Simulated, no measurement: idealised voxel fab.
process module | voxel transistor to metal
cross-section cut | 195 nm wide | cells 5 nm
A cross-section is a grid of square cells, given in bands from the top down. A band is one or more rows of cells.
Each band's line starts with the height of the band's top and of its bottom, in nm. Then come its materials from left to right, each with its width in nm. One material with "throughout" fills the band from edge to edge. "air" is empty space.
Height 0 is the level under which the wafer as received is all one material. The lowest band goes on downwards, as in "0 down".
A width such as "30 to 40" changes by the same amount from each row of cells to the next, from the band's top row to its bottom row.
"no change" after a step means that no cell of the cross-section changed.
closed voids: empty space of 8 cells or more with no open way to the top, each as width x height at its distance from the left edge, in nm
after a step's settings: what the simulator itself notes on the step
overlay nm, on a step with a mask: how far to the right of its planned place the mask lay; to the left if negative
plan
1 op RECEIVE | material Si
2 op CONFORMAL_DEP | material SiO2 | thk nm 5
3 op CONFORMAL_DEP | material SiN | thk nm 10
4 op DIRECTIONAL_DEP | material aC | thk nm 15
5 op PATTERN | tone cover | mask id ACTIVE | material resist | width nm 105 | thk nm 35 | overlay nm 0
6 op DIRECTIONAL_ETCH | etch materials aC | depth nm 15
7 op STRIP | etch materials resist
8 op DIRECTIONAL_ETCH | etch materials SiN | depth nm 10
9 op DIRECTIONAL_ETCH | etch materials SiO2 | depth nm 5
10 op DIRECTIONAL_ETCH | etch materials Si | depth nm 25
11 op STRIP | etch materials aC
12 op OXIDIZE | depth nm 5
13 op FILL_DEP | material SiO2 | thk nm 10
14 op CMP | height nm 15
15 op SELECTIVE_ETCH | etch materials SiO2 | depth nm 5
16 op STRIP | etch materials SiN
17 op SELECTIVE_ETCH | etch materials SiO2 | depth nm 5
18 op OXIDIZE | depth nm 5
19 op DIRECTIONAL_DEP | material polySi | thk nm 20
20 op DIRECTIONAL_DEP | material SiCN | thk nm 15
21 op DIRECTIONAL_DEP | material aC | thk nm 10
22 op PATTERN | tone cover | mask id GATE | material resist | width nm 25 | thk nm 30 | overlay nm 0
23 op DIRECTIONAL_ETCH | etch materials aC | depth nm 10
24 op STRIP | etch materials resist
25 op DIRECTIONAL_ETCH | etch materials SiCN | depth nm 25
26 op DIRECTIONAL_ETCH | etch materials polySi | depth nm 30
27 op STRIP | etch materials aC
28 op CONFORMAL_DEP | material SiN | thk nm 5
29 op DIRECTIONAL_ETCH | etch materials SiN | depth nm 5
30 op DIRECTIONAL_ETCH | etch materials SiO2 | depth nm 5
31 op DIRECTIONAL_ETCH | etch materials Si | depth nm 10
32 op EPI | material SiGe | thk nm 15
33 op FILL_DEP | material SiO2 | thk nm 10
34 op CMP | height nm 20
35 op STRIP | etch materials polySi
36 op SELECTIVE_ETCH | etch materials SiO2 | depth nm 5
37 op CONFORMAL_DEP | material HfO2 | thk nm 5
38 op CONFORMAL_DEP | material TiN | thk nm 5
39 op FILL_DEP | material W | thk nm 10
40 op CMP | height nm 15
41 op DIRECTIONAL_DEP | material SiO2 | thk nm 10
42 op MASKED_ETCH | tone open | mask id CONTACT | width nm 15 | pitch nm 80 | etch materials SiO2 | depth nm 25 | overlay nm 0
43 op CONFORMAL_DEP | material TiN | thk nm 5
44 op FILL_DEP | material W | thk nm 5
45 op CMP | height nm 25
46 op DIRECTIONAL_DEP | material TiN | thk nm 5
47 op DIRECTIONAL_DEP | material W | thk nm 15
48 op DIRECTIONAL_DEP | material aC | thk nm 15
49 op PATTERN | tone cover | mask id METAL_1 | material resist | width nm 15 | pitch nm 80 | thk nm 35 | overlay nm 0
50 op DIRECTIONAL_ETCH | etch materials aC | depth nm 15
51 op STRIP | etch materials resist
52 op DIRECTIONAL_ETCH | etch materials W | depth nm 15
53 op DIRECTIONAL_ETCH | etch materials TiN | depth nm 5
54 op STRIP | etch materials aC
55 op FILL_DEP | material SiO2 | thk nm 10
56 op CMP | height nm 45
57 op CONFORMAL_DEP | material SiCN | thk nm 5
58 op DIRECTIONAL_DEP | material SiO2 | thk nm 30
59 op DIRECTIONAL_DEP | material aC | thk nm 15
60 op PATTERN | tone open | mask id METAL_2 | material resist | width nm 15 | pitch nm 80 | thk nm 35 | overlay nm 0
61 op DIRECTIONAL_ETCH | etch materials aC | depth nm 15
62 op STRIP | etch materials resist
63 op DIRECTIONAL_ETCH | etch materials SiO2 | depth nm 20
64 op STRIP | etch materials aC
65 op PATTERN | tone open | mask id METAL_2_HOLES | material resist | width nm 15 | pitch nm 80 | thk nm 15 | overlay nm 0
66 op DIRECTIONAL_ETCH | etch materials SiO2 | depth nm 10
67 op DIRECTIONAL_ETCH | etch materials SiCN | depth nm 5
68 op STRIP | etch materials resist
69 op CONFORMAL_DEP | material TiN | thk nm 5
70 op FILL_DEP | material Ru | thk nm 10
71 op CMP | height nm 80
72 op CONFORMAL_DEP | material SiCN | thk nm 5
as received, after step 1
  0 down: Si throughout
  closed voids: none
a wafer at the end: this start, this plan, one mistake
  85 to 80: SiCN throughout
  80 to 50: SiO2 50 | TiN 5 | Ru 5 | TiN 5 | SiO2 65 | TiN 5 | Ru 5 | TiN 5 | SiO2 50
  50 to 45: SiCN 50 | TiN 15 | SiCN 65 | TiN 15 | SiCN 50
  45 to 30: SiO2 50 | W 15 | SiO2 65 | W 15 | SiO2 50
  30 to 25: SiO2 50 | TiN 15 | SiO2 65 | TiN 15 | SiO2 50
  25 to 15: SiO2 60 | TiN 5 | W 5 | TiN 5 | SiO2 65 | TiN 5 | W 5 | TiN 5 | SiO2 40
  15 to 10: SiO2 60 | TiN 15 | SiO2 5 | SiN 5 | HfO2 5 | TiN 5 | W 5 | TiN 5 | HfO2 5 | SiN 5 | SiO2 25 | TiN 5 | W 5 | TiN 5 | SiO2 40
  10 to 5: SiO2 60 | TiN 5 | SiGe 15 | SiN 5 | HfO2 5 | TiN 5 | W 5 | TiN 5 | HfO2 5 | SiN 5 | SiGe 15 | SiO2 10 | TiN 15 | SiO2 40
  5 to 0: SiO2 40 | SiN 5 | SiO2 15 | TiN 5 | SiGe 15 | SiN 5 | HfO2 5 | TiN 15 | HfO2 5 | SiN 5 | SiGe 15 | SiO2 10 | TiN 10 | SiN 5 | SiO2 40
  0 to -5: SiO2 45 | SiGe 35 | HfO2 35 | SiGe 35 | SiO2 45
  -5 to -15: SiO2 50 | SiGe 30 | Si 35 | SiGe 30 | SiO2 50
  -15 to -30: SiO2 50 | Si 95 | SiO2 50
  -30 down: Si throughout
  closed voids: none
what went wrong: step 42 ran as: op MASKED_ETCH | tone open | mask id CONTACT | width nm 15 | pitch nm 80 | etch materials SiO2 | depth nm 25 | overlay nm 10
